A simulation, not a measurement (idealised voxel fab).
Documented hereafter: the process module known as voxel capacitor over wiring.
Square cell edge 5 nm, section width 220 nm, ID cut.
A cross-section in this document is a grid of square cells, and it is written down as bands, the top band listed before the ones below it; a band is made up of one or more rows of cells. Each band's line starts with the height of the band's top and of its bottom, in nm. Then come its materials from left to right, each with its width in nm. One material with "edge to edge" fills the band from edge to edge. "air" is empty space. Basically, 0 is our baseline, since under it the wafer straight out of the box is all one material. The bottom band has no lower end and keeps on going down, so it looks like "from 0 down". The width entry "30..40" should be interpreted row by row: the top row of cells in the band takes the first number, the bottom row takes the second number, and the change between adjacent rows is uniform throughout. For the purposes of this document, the phrase "no modification" attached to a step denotes that no cell within the cross-section was modified by that step. Closed empty spaces (no open way to the top) of 8 cells or more are what "Voids, fully enclosed" lists, each as width x height at distance from the left edge, nm for all three. Step line, after settings: the simulator's comment on this step. For masked steps, "overlay nm" on the step line gives how far right of plan the mask actually lay; a minus sign means it lay to the left.

[Planned step list for the process]
1: RECEIVE: material Si
2: CONFORMAL_DEP: material SiO2, thk nm 15
3: CONFORMAL_DEP: material SiCN, thk nm 5
4: DIRECTIONAL_DEP: material SiO2, thk nm 20
5: DIRECTIONAL_DEP: material aC, thk nm 10
6: PATTERN: tone open, mask id METAL_1, material resist, width nm 25, pitch nm 75, thk nm 25, overlay nm 0
7: DIRECTIONAL_ETCH: etch materials aC, depth nm 10
8: STRIP: etch materials resist
9: DIRECTIONAL_ETCH: etch materials SiO2, depth nm 20
10: DIRECTIONAL_ETCH: etch materials SiCN, depth nm 5
11: STRIP: etch materials aC
12: CONFORMAL_DEP: material TiN, thk nm 5
13: FILL_DEP: material Ru, thk nm 10
14: CMP: height nm 40
15: EPI: material Ru, thk nm 5
16: FILL_DEP: material SiCN, thk nm 5
17: DIRECTIONAL_DEP: material lowk, thk nm 10
18: PATTERN: tone open, mask id PLUG_1, material resist, width nm 15, thk nm 20, overlay nm 0
19: DIRECTIONAL_ETCH: etch materials lowk, depth nm 10
20: DIRECTIONAL_ETCH: etch materials SiCN, depth nm 5
21: STRIP: etch materials resist
22: EPI: material Ru, thk nm 10
23: EPI: material Ru, thk nm 5
24: DIRECTIONAL_DEP: material TiN, thk nm 10
25: DIRECTIONAL_DEP: material HfO2, thk nm 5
26: DIRECTIONAL_DEP: material TiN, thk nm 10
27: DIRECTIONAL_DEP: material aC, thk nm 10
28: PATTERN: tone cover, mask id UPPER_PLATE, material resist, width nm 55, thk nm 30, overlay nm 0
29: DIRECTIONAL_ETCH: etch materials aC, depth nm 10
30: STRIP: etch materials resist
31: DIRECTIONAL_ETCH: etch materials TiN, depth nm 10
32: DIRECTIONAL_ETCH: etch materials HfO2, depth nm 5
33: STRIP: etch materials aC
34: DIRECTIONAL_DEP: material aC, thk nm 10
35: PATTERN: tone cover, mask id LOWER_PLATE, material resist, width nm 65, thk nm 25, overlay nm 0
36: DIRECTIONAL_ETCH: etch materials aC, depth nm 10
37: STRIP: etch materials resist
38: DIRECTIONAL_ETCH: etch materials TiN, depth nm 10
39: STRIP: etch materials aC
40: FILL_DEP: material SiO2, thk nm 20
41: CMP: height nm 100
42: MASKED_ETCH: tone open, mask id PLUG_2, width nm 15, etch materials SiO2, depth nm 15, overlay nm 0
43: CONFORMAL_DEP: material TiN, thk nm 5
44: FILL_DEP: material Cu, thk nm 5
45: CMP: height nm 100
46: CONFORMAL_DEP: material SiN, thk nm 5

[First of two wafers - as planned]

[Cross-section of the wafer upon arrival, representing the state reached after step 1]
	from 0 down = Si edge to edge
	Voids, fully enclosed: none

[State of the wafer after step 2, shown in cross-section]
	from 15 to 0 = SiO2 edge to edge
	Note: structure below 0 unchanged.

[State of the wafer after step 3, shown in cross-section]
	from 20 to 15 = SiCN edge to edge
	Note: structure below 15 unchanged.

[State of the wafer after step 4, shown in cross-section]
	from 40 to 20 = SiO2 edge to edge
	Note: structure below 20 unchanged.

[State of the wafer after step 5, shown in cross-section]
	from 50 to 40 = aC edge to edge
	Note: structure below 40 unchanged.

[State of the wafer after step 6, shown in cross-section]
	from 75 to 50 = 60 of resist; 25 of air; 50 of resist; 25 of air; 60 of resist
	Note: structure below 50 unchanged.

[State of the wafer after step 7, shown in cross-section]
	from 65 to 50 = 60 of resist; 25 of air; 50 of resist; 25 of air; 60 of resist
	from 50 to 40 = 60 of aC; 25 of air; 50 of aC; 25 of air; 60 of aC
	Note: structure below 40 unchanged.

[State of the wafer after step 8, shown in cross-section]
	from 50 to 40 = 60 of aC; 25 of air; 50 of aC; 25 of air; 60 of aC
	Note: structure below 40 unchanged.

[State of the wafer after step 9, shown in cross-section]
	from 50 to 40 = 60 of aC; 25 of air; 50 of aC; 25 of air; 60 of aC
	from 40 to 20 = 60 of SiO2; 25 of air; 50 of SiO2; 25 of air; 60 of SiO2
	Note: structure below 20 unchanged.

[State of the wafer after step 10, shown in cross-section]
	from 50 to 40 = 60 of aC; 25 of air; 50 of aC; 25 of air; 60 of aC
	from 40 to 20 = 60 of SiO2; 25 of air; 50 of SiO2; 25 of air; 60 of SiO2
	from 20 to 15 = 60 of SiCN; 25 of air; 50 of SiCN; 25 of air; 60 of SiCN
	Note: structure below 15 unchanged.

[State of the wafer after step 11, shown in cross-section]
	from 40 to 20 = 60 of SiO2; 25 of air; 50 of SiO2; 25 of air; 60 of SiO2
	Note: structure below 20 unchanged.

[State of the wafer after step 12, shown in cross-section]
	from 45 to 40 = 65 of TiN; 15 of air; 60 of TiN; 15 of air; 65 of TiN
	from 40 to 20 = 60 of SiO2; 5 of TiN; 15 of air; 5 of TiN; 50 of SiO2; 5 of TiN; 15 of air; 5 of TiN; 60 of SiO2
	from 20 to 15 = 60 of SiCN; 25 of TiN; 50 of SiCN; 25 of TiN; 60 of SiCN
	Note: structure below 15 unchanged.

[State of the wafer after step 13, shown in cross-section]
	from 55 to 45 = Ru edge to edge
	from 45 to 40 = 65 of TiN; 15 of Ru; 60 of TiN; 15 of Ru; 65 of TiN
	from 40 to 20 = 60 of SiO2; 5 of TiN; 15 of Ru; 5 of TiN; 50 of SiO2; 5 of TiN; 15 of Ru; 5 of TiN; 60 of SiO2
	Note: structure below 20 unchanged.

[State of the wafer after step 14, shown in cross-section]
	from 40 to 20 = 60 of SiO2; 5 of TiN; 15 of Ru; 5 of TiN; 50 of SiO2; 5 of TiN; 15 of Ru; 5 of TiN; 60 of SiO2
	Note: structure below 20 unchanged.

[State of the wafer after step 15, shown in cross-section]
	from 45 to 40 = 55 of air; 35 of Ru; 40 of air; 35 of Ru; 55 of air
	Note: structure below 40 unchanged.

[State of the wafer after step 16, shown in cross-section]
	from 50 to 45 = SiCN edge to edge
	from 45 to 40 = 55 of SiCN; 35 of Ru; 40 of SiCN; 35 of Ru; 55 of SiCN
	Note: structure below 40 unchanged.

[State of the wafer after step 17, shown in cross-section]
	from 60 to 50 = lowk edge to edge
	Note: structure below 50 unchanged.

[State of the wafer after step 18, shown in cross-section]
	from 80 to 60 = 70 of resist; 15 of air; 135 of resist
	Note: structure below 60 unchanged.

[State of the wafer after step 19, shown in cross-section]
	from 80 to 60 = 70 of resist; 15 of air; 135 of resist
	from 60 to 50 = 70 of lowk; 15 of air; 135 of lowk
	Note: structure below 50 unchanged.

[State of the wafer after step 20, shown in cross-section]
	from 80 to 60 = 70 of resist; 15 of air; 135 of resist
	from 60 to 50 = 70 of lowk; 15 of air; 135 of lowk
	from 50 to 45 = 70 of SiCN; 15 of air; 135 of SiCN
	Note: structure below 45 unchanged.

[State of the wafer after step 21, shown in cross-section]
	from 60 to 50 = 70 of lowk; 15 of air; 135 of lowk
	Note: structure below 50 unchanged.

[State of the wafer after step 22, shown in cross-section]
	from 60 to 55 = 70 of lowk; 15 of air; 135 of lowk
	from 55 to 50 = 70 of lowk; 15 of Ru; 135 of lowk
	from 50 to 45 = 70 of SiCN; 15 of Ru; 135 of SiCN
	Note: structure below 45 unchanged.

[State of the wafer after step 23, shown in cross-section]
	from 60 to 50 = 70 of lowk; 15 of Ru; 135 of lowk
	Note: structure below 50 unchanged.

[State of the wafer after step 24, shown in cross-section]
	from 70 to 60 = TiN edge to edge
	Note: structure below 60 unchanged.

[State of the wafer after step 25, shown in cross-section]
	from 75 to 70 = HfO2 edge to edge
	Note: structure below 70 unchanged.

[State of the wafer after step 26, shown in cross-section]
	from 85 to 75 = TiN edge to edge
	Note: structure below 75 unchanged.

[State of the wafer after step 27, shown in cross-section]
	from 95 to 85 = aC edge to edge
	Note: structure below 85 unchanged.

[State of the wafer after step 28, shown in cross-section]
	from 125 to 95 = 70 of air; 55 of resist; 95 of air
	Note: structure below 95 unchanged.

[State of the wafer after step 29, shown in cross-section]
	from 115 to 95 = 70 of air; 55 of resist; 95 of air
	from 95 to 85 = 70 of air; 55 of aC; 95 of air
	Note: structure below 85 unchanged.

[State of the wafer after step 30, shown in cross-section]
	from 95 to 85 = 70 of air; 55 of aC; 95 of air
	Note: structure below 85 unchanged.

[State of the wafer after step 31, shown in cross-section]
	from 95 to 85 = 70 of air; 55 of aC; 95 of air
	from 85 to 75 = 70 of air; 55 of TiN; 95 of air
	Note: structure below 75 unchanged.

[State of the wafer after step 32, shown in cross-section]
	from 95 to 85 = 70 of air; 55 of aC; 95 of air
	from 85 to 75 = 70 of air; 55 of TiN; 95 of air
	from 75 to 70 = 70 of air; 55 of HfO2; 95 of air
	Note: structure below 70 unchanged.

[State of the wafer after step 33, shown in cross-section]
	from 85 to 75 = 70 of air; 55 of TiN; 95 of air
	Note: structure below 75 unchanged.

[State of the wafer after step 34, shown in cross-section]
	from 95 to 85 = 70 of air; 55 of aC; 95 of air
	from 85 to 80 = 70 of air; 55 of TiN; 95 of air
	from 80 to 75 = 70 of aC; 55 of TiN; 95 of aC
	from 75 to 70 = 70 of aC; 55 of HfO2; 95 of aC
	Note: structure below 70 unchanged.

[State of the wafer after step 35, shown in cross-section]
	from 120 to 95 = 65 of air; 65 of resist; 90 of air
	from 95 to 85 = 65 of air; 5 of resist; 55 of aC; 5 of resist; 90 of air
	from 85 to 80 = 65 of air; 5 of resist; 55 of TiN; 5 of resist; 90 of air
	Note: structure below 80 unchanged.

[State of the wafer after step 36, shown in cross-section]
	from 110 to 95 = 65 of air; 65 of resist; 90 of air
	from 95 to 85 = 65 of air; 5 of resist; 55 of aC; 5 of resist; 90 of air
	from 85 to 80 = 65 of air; 5 of resist; 55 of TiN; 5 of resist; 90 of air
	from 80 to 75 = 65 of air; 5 of aC; 55 of TiN; 5 of aC; 90 of air
	from 75 to 70 = 65 of air; 5 of aC; 55 of HfO2; 5 of aC; 90 of air
	Note: structure below 70 unchanged.

[State of the wafer after step 37, shown in cross-section]
	from 95 to 85 = 70 of air; 55 of aC; 95 of air
	from 85 to 80 = 70 of air; 55 of TiN; 95 of air
	Note: structure below 80 unchanged.

[State of the wafer after step 38, shown in cross-section]
	from 95 to 85 = 70 of air; 55 of aC; 95 of air
	from 85 to 80 = 70 of air; 55 of TiN; 95 of air
	from 80 to 75 = 65 of air; 5 of aC; 55 of TiN; 5 of aC; 90 of air
	from 75 to 70 = 65 of air; 5 of aC; 55 of HfO2; 5 of aC; 90 of air
	from 70 to 60 = 65 of air; 65 of TiN; 90 of air
	Note: structure below 60 unchanged.

[State of the wafer after step 39, shown in cross-section]
	from 85 to 75 = 70 of air; 55 of TiN; 95 of air
	from 75 to 70 = 70 of air; 55 of HfO2; 95 of air
	Note: structure below 70 unchanged.

[State of the wafer after step 40, shown in cross-section]
	from 105 to 85 = SiO2 edge to edge
	from 85 to 75 = 70 of SiO2; 55 of TiN; 95 of SiO2
	from 75 to 70 = 70 of SiO2; 55 of HfO2; 95 of SiO2
	from 70 to 60 = 65 of SiO2; 65 of TiN; 90 of SiO2
	Note: structure below 60 unchanged.

[State of the wafer after step 41, shown in cross-section]
	from 100 to 85 = SiO2 edge to edge
	Note: structure below 85 unchanged.

[State of the wafer after step 42, shown in cross-section]
	from 100 to 85 = 80 of SiO2; 15 of air; 125 of SiO2
	Note: structure below 85 unchanged.

[State of the wafer after step 43, shown in cross-section]
	from 105 to 100 = 85 of TiN; 5 of air; 130 of TiN
	from 100 to 90 = 80 of SiO2; 5 of TiN; 5 of air; 5 of TiN; 125 of SiO2
	from 90 to 85 = 80 of SiO2; 15 of TiN; 125 of SiO2
	Note: structure below 85 unchanged.

[State of the wafer after step 44, shown in cross-section]
	from 110 to 105 = Cu edge to edge
	from 105 to 100 = 85 of TiN; 5 of Cu; 130 of TiN
	from 100 to 90 = 80 of SiO2; 5 of TiN; 5 of Cu; 5 of TiN; 125 of SiO2
	Note: structure below 90 unchanged.

[State of the wafer after step 45, shown in cross-section]
	from 100 to 90 = 80 of SiO2; 5 of TiN; 5 of Cu; 5 of TiN; 125 of SiO2
	Note: structure below 90 unchanged.

[State of the wafer after step 46, shown in cross-section]
	from 105 to 100 = SiN edge to edge
	Note: structure below 100 unchanged.

[The second wafer was prepared from the same starting point and under the same plan as the first; its processing contained one mistake, and it remains indistinguishable from the first wafer up to and including step 22]

[Cross-section: second wafer, time at which step 23 was scheduled to end]
	from 70 to 65 = 70 of TiN; 15 of air; 135 of TiN
	from 65 to 60 = TiN edge to edge
	from 60 to 55 = 70 of lowk; 15 of TiN; 135 of lowk
	Note: structure below 55 unchanged.

[Cross-section: second wafer, time at which step 24 was scheduled to end]
	from 75 to 70 = 75 of Ru; 5 of air; 140 of Ru
	from 70 to 65 = 70 of TiN; 15 of Ru; 135 of TiN
	Note: structure below 65 unchanged.

[Cross-section: second wafer, time at which step 25 was scheduled to end]
	from 80 to 75 = 75 of HfO2; 5 of air; 140 of HfO2
	from 75 to 70 = 75 of Ru; 5 of HfO2; 140 of Ru
	Note: structure below 70 unchanged.

[Cross-section: second wafer, time at which step 26 was scheduled to end]
	from 90 to 85 = 75 of TiN; 5 of air; 140 of TiN
	from 85 to 80 = TiN edge to edge
	from 80 to 75 = 75 of HfO2; 5 of TiN; 140 of HfO2
	Note: structure below 75 unchanged.

[Cross-section: second wafer, time at which step 27 was scheduled to end]
	from 100 to 95 = 75 of aC; 5 of air; 140 of aC
	from 95 to 90 = aC edge to edge
	from 90 to 85 = 75 of TiN; 5 of aC; 140 of TiN
	Note: structure below 85 unchanged.

[Cross-section: second wafer, time at which step 28 was scheduled to end]
	from 130 to 100 = 70 of air; 55 of resist; 95 of air
	from 100 to 95 = 75 of aC; 5 of resist; 140 of aC
	Note: structure below 95 unchanged.

[Cross-section: second wafer, time at which step 29 was scheduled to end]
	from 120 to 100 = 70 of air; 55 of resist; 95 of air
	from 100 to 95 = 70 of air; 5 of aC; 5 of resist; 45 of aC; 95 of air
	from 95 to 90 = 70 of air; 55 of aC; 95 of air
	Note: structure below 90 unchanged.

[Cross-section: second wafer, time at which step 30 was scheduled to end]
	from 100 to 95 = 70 of air; 5 of aC; 5 of air; 45 of aC; 95 of air
	Note: structure below 95 unchanged.

[Cross-section: second wafer, time at which step 31 was scheduled to end]
	from 100 to 95 = 70 of air; 5 of aC; 5 of air; 45 of aC; 95 of air
	from 95 to 90 = 70 of air; 55 of aC; 95 of air
	from 90 to 85 = 70 of air; 5 of TiN; 5 of aC; 45 of TiN; 95 of air
	from 85 to 80 = 70 of air; 55 of TiN; 95 of air
	Note: structure below 80 unchanged.

[Cross-section: second wafer, time at which step 32 was scheduled to end]
	from 100 to 95 = 70 of air; 5 of aC; 5 of air; 45 of aC; 95 of air
	from 95 to 90 = 70 of air; 55 of aC; 95 of air
	from 90 to 85 = 70 of air; 5 of TiN; 5 of aC; 45 of TiN; 95 of air
	from 85 to 80 = 70 of air; 55 of TiN; 95 of air
	from 80 to 75 = 70 of air; 5 of HfO2; 5 of TiN; 45 of HfO2; 95 of air
	Note: structure below 75 unchanged.

[Cross-section: second wafer, time at which step 33 was scheduled to end]
	from 90 to 85 = 70 of air; 5 of TiN; 5 of air; 45 of TiN; 95 of air
	Note: structure below 85 unchanged.

[Cross-section: second wafer, time at which step 34 was scheduled to end]
	from 100 to 95 = 70 of air; 5 of aC; 5 of air; 45 of aC; 95 of air
	from 95 to 90 = 70 of air; 55 of aC; 95 of air
	from 90 to 85 = 70 of air; 5 of TiN; 5 of aC; 45 of TiN; 95 of air
	from 85 to 80 = 70 of aC; 55 of TiN; 95 of aC
	from 80 to 75 = 70 of aC; 5 of HfO2; 5 of TiN; 45 of HfO2; 95 of aC
	Note: structure below 75 unchanged.

[Cross-section: second wafer, time at which step 35 was scheduled to end]
	from 125 to 100 = 65 of air; 65 of resist; 90 of air
	from 100 to 95 = 65 of air; 5 of resist; 5 of aC; 5 of resist; 45 of aC; 5 of resist; 90 of air
	from 95 to 90 = 65 of air; 5 of resist; 55 of aC; 5 of resist; 90 of air
	from 90 to 85 = 65 of air; 5 of resist; 5 of TiN; 5 of aC; 45 of TiN; 5 of resist; 90 of air
	Note: structure below 85 unchanged.

[Cross-section: second wafer, time at which step 36 was scheduled to end]
	from 115 to 100 = 65 of air; 65 of resist; 90 of air
	from 100 to 95 = 65 of air; 5 of resist; 5 of aC; 5 of resist; 45 of aC; 5 of resist; 90 of air
	from 95 to 90 = 65 of air; 5 of resist; 55 of aC; 5 of resist; 90 of air
	from 90 to 85 = 65 of air; 5 of resist; 5 of TiN; 5 of aC; 45 of TiN; 5 of resist; 90 of air
	from 85 to 80 = 65 of air; 5 of aC; 55 of TiN; 5 of aC; 90 of air
	from 80 to 75 = 65 of air; 5 of aC; 5 of HfO2; 5 of TiN; 45 of HfO2; 5 of aC; 90 of air
	Note: structure below 75 unchanged.

[Cross-section: second wafer, time at which step 37 was scheduled to end]
	from 100 to 95 = 70 of air; 5 of aC; 5 of air; 45 of aC; 95 of air
	from 95 to 90 = 70 of air; 55 of aC; 95 of air
	from 90 to 85 = 70 of air; 5 of TiN; 5 of aC; 45 of TiN; 95 of air
	Note: structure below 85 unchanged.

Cross-section: second wafer, time at which step 38 was scheduled to end: no modification

[Cross-section: second wafer, time at which step 39 was scheduled to end]
	from 90 to 85 = 70 of air; 5 of TiN; 5 of air; 45 of TiN; 95 of air
	from 85 to 80 = 70 of air; 55 of TiN; 95 of air
	from 80 to 75 = 70 of air; 5 of HfO2; 5 of TiN; 45 of HfO2; 95 of air
	Note: structure below 75 unchanged.

[Cross-section: second wafer, time at which step 40 was scheduled to end]
	from 110 to 90 = SiO2 edge to edge
	from 90 to 85 = 70 of SiO2; 5 of TiN; 5 of SiO2; 45 of TiN; 95 of SiO2
	from 85 to 80 = 70 of SiO2; 55 of TiN; 95 of SiO2
	from 80 to 75 = 70 of SiO2; 5 of HfO2; 5 of TiN; 45 of HfO2; 95 of SiO2
	Note: structure below 75 unchanged.

[Cross-section: second wafer, time at which step 41 was scheduled to end]
	from 100 to 90 = SiO2 edge to edge
	Note: structure below 90 unchanged.

[Cross-section: second wafer, time at which step 42 was scheduled to end]
	from 100 to 90 = 80 of SiO2; 15 of air; 125 of SiO2
	Note: structure below 90 unchanged.

[Cross-section: second wafer, time at which step 43 was scheduled to end]
	from 105 to 100 = 85 of TiN; 5 of air; 130 of TiN
	from 100 to 95 = 80 of SiO2; 5 of TiN; 5 of air; 5 of TiN; 125 of SiO2
	from 95 to 90 = 80 of SiO2; 15 of TiN; 125 of SiO2
	Note: structure below 90 unchanged.

[Cross-section: second wafer, time at which step 44 was scheduled to end]
	from 110 to 105 = Cu edge to edge
	from 105 to 100 = 85 of TiN; 5 of Cu; 130 of TiN
	from 100 to 95 = 80 of SiO2; 5 of TiN; 5 of Cu; 5 of TiN; 125 of SiO2
	Note: structure below 95 unchanged.

[Cross-section: second wafer, time at which step 45 was scheduled to end]
	from 100 to 95 = 80 of SiO2; 5 of TiN; 5 of Cu; 5 of TiN; 125 of SiO2
	Note: structure below 95 unchanged.

[Cross-section: second wafer, time at which step 46 was scheduled to end]
	from 105 to 100 = SiN edge to edge
	Note: structure below 100 unchanged.
The mistake made against the process plan was this: ran 23 and 24 in swapped order versus the plan
End check, counted in cells, second wafer has more or fewer of these materials than the first: Cu: 1 fewer | Ru: 43 more | SiO2: 102 fewer | TiN: 60 more
